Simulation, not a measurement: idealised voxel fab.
process module | voxel self aligned contacts
cross-section cut | 170 nm wide | cells 5 nm
A cross-section is a grid of square cells, given in bands from the top down. A band is one or more rows of cells.
Each band's line starts with the height of the band's top and of its bottom, in nm. Then come its materials from left to right, each with its width in nm. One material with "throughout" fills the band from edge to edge. "air" is empty space.
Height 0 is the level under which the wafer as received is all one material. The lowest band goes on downwards, as in "0 down".
A width such as "30 to 40" changes by the same amount from each row of cells to the next, from the band's top row to its bottom row.
"no change" after a step means that no cell of the cross-section changed.
closed voids: empty space of 8 cells or more with no open way to the top, each as width x height at its distance from the left edge, in nm
after a step's settings: what the simulator itself notes on the step
overlay nm, on a step with a mask: how far to the right of its planned place the mask lay; to the left if negative
plan
1 op RECEIVE | material Si
2 op CONFORMAL_DEP | material SiO2 | thk nm 5
3 op DIRECTIONAL_DEP | material polySi | thk nm 25
4 op DIRECTIONAL_DEP | material SiN | thk nm 20
5 op PATTERN | tone cover | mask id GATE | material resist | width nm 25 | pitch nm 60 | thk nm 20 | overlay nm 0
6 op DIRECTIONAL_ETCH | etch materials SiN | depth nm 20
7 op DIRECTIONAL_ETCH | etch materials polySi | depth nm 25
8 op STRIP | etch materials resist
9 op CONFORMAL_DEP | material SiN | thk nm 5
10 op DIRECTIONAL_ETCH | etch materials SiN | depth nm 5
11 op FILL_DEP | material SiO2 | thk nm 15
12 op CMP | height nm 55
13 op DIRECTIONAL_DEP | material aC | thk nm 10
14 op PATTERN | tone open | mask id CONTACT | material resist | width nm 45 | thk nm 25 | overlay nm 0
15 op DIRECTIONAL_ETCH | etch materials aC | depth nm 10
16 op STRIP | etch materials resist
17 op DIRECTIONAL_ETCH | etch materials SiO2 | depth nm 55
18 op STRIP | etch materials aC
19 op CONFORMAL_DEP | material TiN | thk nm 5
20 op FILL_DEP | material Ru | thk nm 5
21 op CMP | height nm 55
22 op CONFORMAL_DEP | material SiCN | thk nm 5
as received, after step 1
  0 down: Si throughout
  closed voids: none
first wafer at the end, as planned
  60 to 55: SiCN throughout
  55 to 50: SiO2 60 | TiN 15 | Ru 15 | TiN 15 | SiO2 65
  50 to 30: SiO2 35 | SiN 35 | TiN 5 | Ru 15 | TiN 5 | SiN 35 | SiO2 40
  30 to 5: SiO2 35 | SiN 5 | polySi 25 | SiN 5 | TiN 5 | Ru 15 | TiN 5 | SiN 5 | polySi 25 | SiN 5 | SiO2 40
  5 to 0: SiO2 70 | TiN 25 | SiO2 75
  0 down: Si throughout
  closed voids: none
second wafer at the end: like start, like plan, one mistake
  60 to 55: SiCN throughout
  55 to 50: SiO2 70 | TiN 5 | Ru 15 | TiN 25 | SiO2 55
  50 to 30: SiO2 35 | SiN 35 | TiN 5 | Ru 15 | TiN 5 | SiN 35 | SiO2 40
  30 to 5: SiO2 35 | SiN 5 | polySi 25 | SiN 5 | TiN 5 | Ru 15 | TiN 5 | SiN 5 | polySi 25 | SiN 5 | SiO2 40
  5 to 0: SiO2 70 | TiN 25 | SiO2 75
  0 down: Si throughout
  closed voids: none
what went wrong: step 14 ran as: op PATTERN | tone open | mask id CONTACT | material resist | width nm 45 | thk nm 25 | overlay nm 10
at the end the second wafer has, in cells: as many of each material as the first, in other places
